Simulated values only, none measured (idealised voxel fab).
Presented below is a process module, voxel wiring stack.
We display cut, a cross-section 285 nm in width whose square cells are each 5 nm.
Format of a cross-section: grid, square cells. Given as bands. Order: top down. Band: one or more rows of cells.
The entry gives the band's vertical extent as a top height and a bottom height in nm, then its horizontal make-up as materials from left to right, each with a width in nm. "air" stands for empty space; a single material marked "edge to edge" fills the band edge to edge.
Height is counted from the level 0, under which the received wafer is composed throughout of one material. The lowest of the bands is not closed at the bottom but continues downward, in the notation "0..down".
So if you see something like "30..40" for the width, read it as the top row of the band sitting at the first number and the bottom row at the second, with every row in between moving by the same amount as the last.
"same as before" -> step changed no cross-section cell.
Closed-off voids of 8+ cells (no open route to the top) go in "Enclosed cavities", written width x height at distance from the left edge, in nm.
If you see something after the settings on a step's line, that's the simulator's own remark about that step.
overlay nm: right-of-plan distance of the mask on a masked step; negative values mean left-of-plan.
**Listed below are the process steps as planned**
1) RECEIVE [material Si]
2) CONFORMAL_DEP [material SiO2] [thk nm 15]
3) CONFORMAL_DEP [material SiN] [thk nm 5]
4) DIRECTIONAL_DEP [material SiO2] [thk nm 20]
5) PATTERN [tone open] [mask id METAL_1] [material resist] [width nm 20] [pitch nm 45] [thk nm 20] [overlay nm 0]
6) DIRECTIONAL_ETCH [etch materials SiO2] [depth nm 20]
7) DIRECTIONAL_ETCH [etch materials SiN] [depth nm 5]
8) STRIP [etch materials resist]
9) CONFORMAL_DEP [material TiN] [thk nm 5]
10) FILL_DEP [material Cu] [thk nm 10]
11) CMP [height nm 40]
12) CONFORMAL_DEP [material SiCN] [thk nm 5]
13) DIRECTIONAL_DEP [material lowk] [thk nm 15]
14) DIRECTIONAL_DEP [material aC] [thk nm 10]
15) PATTERN [tone open] [mask id PLUG_1] [material resist] [width nm 15] [pitch nm 90] [thk nm 30] [overlay nm 0]
16) DIRECTIONAL_ETCH [etch materials aC] [depth nm 10]
17) STRIP [etch materials resist]
18) DIRECTIONAL_ETCH [etch materials lowk] [depth nm 15]
19) DIRECTIONAL_ETCH [etch materials SiCN] [depth nm 5]
20) STRIP [etch materials aC]
21) CONFORMAL_DEP [material TiN] [thk nm 5]
22) FILL_DEP [material Ru] [thk nm 5]
23) CMP [height nm 60]
24) CONFORMAL_DEP [material SiCN] [thk nm 5]
25) DIRECTIONAL_DEP [material lowk] [thk nm 15]
26) MASKED_ETCH [tone open] [mask id METAL_2] [width nm 20] [pitch nm 45] [etch materials lowk] [depth nm 15] [overlay nm 0]
27) MASKED_ETCH [tone open] [mask id METAL_2] [width nm 20] [pitch nm 45] [etch materials SiCN] [depth nm 5] [overlay nm 0]
28) CONFORMAL_DEP [material TiN] [thk nm 5]
29) FILL_DEP [material Cu] [thk nm 5]
30) CMP [height nm 80]
31) EPI [material Ru] [thk nm 5]
32) FILL_DEP [material SiCN] [thk nm 5]
**Cross-section of the wafer as it came to us, i.e., already through step 1**
	0..down | Si edge to edge
	Enclosed cavities: none
**Post-module cross-section: identical start and plan to those above, one misstep in execution**
	90..85 | SiCN edge to edge
	85..80 | SiCN 80, then Ru 30, then SiCN 15, then Ru 30, then SiCN 15, then Ru 30, then SiCN 85
	80..65 | lowk 85, then TiN 5, then Cu 10, then TiN 5, then lowk 25, then TiN 5, then Cu 10, then TiN 5, then lowk 25, then TiN 5, then Cu 10, then TiN 5, then lowk 90
	65..60 | SiCN 85, then TiN 20, then SiCN 25, then TiN 20, then SiCN 25, then TiN 20, then SiCN 90
	60..55 | TiN 90, then Ru 5, then TiN 85, then Ru 5, then TiN 100
	55..40 | lowk 85, then TiN 5, then Ru 5, then TiN 5, then lowk 75, then TiN 5, then Ru 5, then TiN 5, then lowk 95
	40..35 | SiCN 85, then TiN 15, then SiCN 75, then TiN 15, then SiCN 95
	35..20 | SiO2 85, then TiN 5, then Cu 10, then TiN 5, then SiO2 25, then TiN 5, then Cu 10, then TiN 5, then SiO2 25, then TiN 5, then Cu 10, then TiN 5, then SiO2 90
	20..15 | SiN 85, then TiN 20, then SiN 25, then TiN 20, then SiN 25, then TiN 20, then SiN 90
	15..0 | SiO2 edge to edge
	0..down | Si edge to edge
	Enclosed cavities: none
Which mistake was made when the wafer was run? heads up, step 11 didn't go per plan, it actually ran as CMP [height nm 35]
